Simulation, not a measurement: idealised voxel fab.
process module | voxel trench capacitor
cross-section cut | 255 nm wide | cells 5 nm
A cross-section is a grid of square cells, given in bands from the top down. A band is one or more rows of cells.
Each band's line starts with the height of the band's top and of its bottom, in nm. Then come its materials from left to right, each with its width in nm. One material with "throughout" fills the band from edge to edge. "air" is empty space.
Height 0 is the level under which the wafer as received is all one material. The lowest band goes on downwards, as in "0 down".
A width such as "30 to 40" changes by the same amount from each row of cells to the next, from the band's top row to its bottom row.
"no change" after a step means that no cell of the cross-section changed.
closed voids: empty space of 8 cells or more with no open way to the top, each as width x height at its distance from the left edge, in nm
after a step's settings: what the simulator itself notes on the step
overlay nm, on a step with a mask: how far to the right of its planned place the mask lay; to the left if negative
plan
1 op RECEIVE | material Si
2 op CONFORMAL_DEP | material SiN | thk nm 5
3 op PATTERN | tone open | mask id TRENCH | material resist | width nm 25 | pitch nm 40 | thk nm 20 | overlay nm 0
4 op DIRECTIONAL_ETCH | etch materials SiN | depth nm 5
5 op DIRECTIONAL_ETCH | etch materials Si | depth nm 30
6 op STRIP | etch materials resist
7 op CONFORMAL_DEP | material HfO2 | thk nm 5
8 op CONFORMAL_DEP | material TiN | thk nm 5
9 op FILL_DEP | material W | thk nm 5
10 op CMP | height nm 5
as received, after step 1
  0 down: Si throughout
  closed voids: none
a wafer at the end: this start, this plan, one mistake
  5 to 0: W 85 | TiN 5 | HfO2 5 | SiN 25 | HfO2 5 | TiN 5 | HfO2 5 | SiN 25 | HfO2 5 | TiN 5 | W 85
  0 to -20: W 85 | TiN 5 | HfO2 5 | Si 25 | HfO2 5 | TiN 5 | HfO2 5 | Si 25 | HfO2 5 | TiN 5 | W 85
  -20 to -25: TiN 90 | HfO2 5 | Si 25 | HfO2 5 | TiN 5 | HfO2 5 | Si 25 | HfO2 5 | TiN 90
  -25 to -30: HfO2 95 | Si 25 | HfO2 15 | Si 25 | HfO2 95
  -30 down: Si throughout
  closed voids: none
what went wrong: step 3 ran as: op PATTERN | tone cover | mask id TRENCH | material resist | width nm 25 | pitch nm 40 | thk nm 20 | overlay nm 0
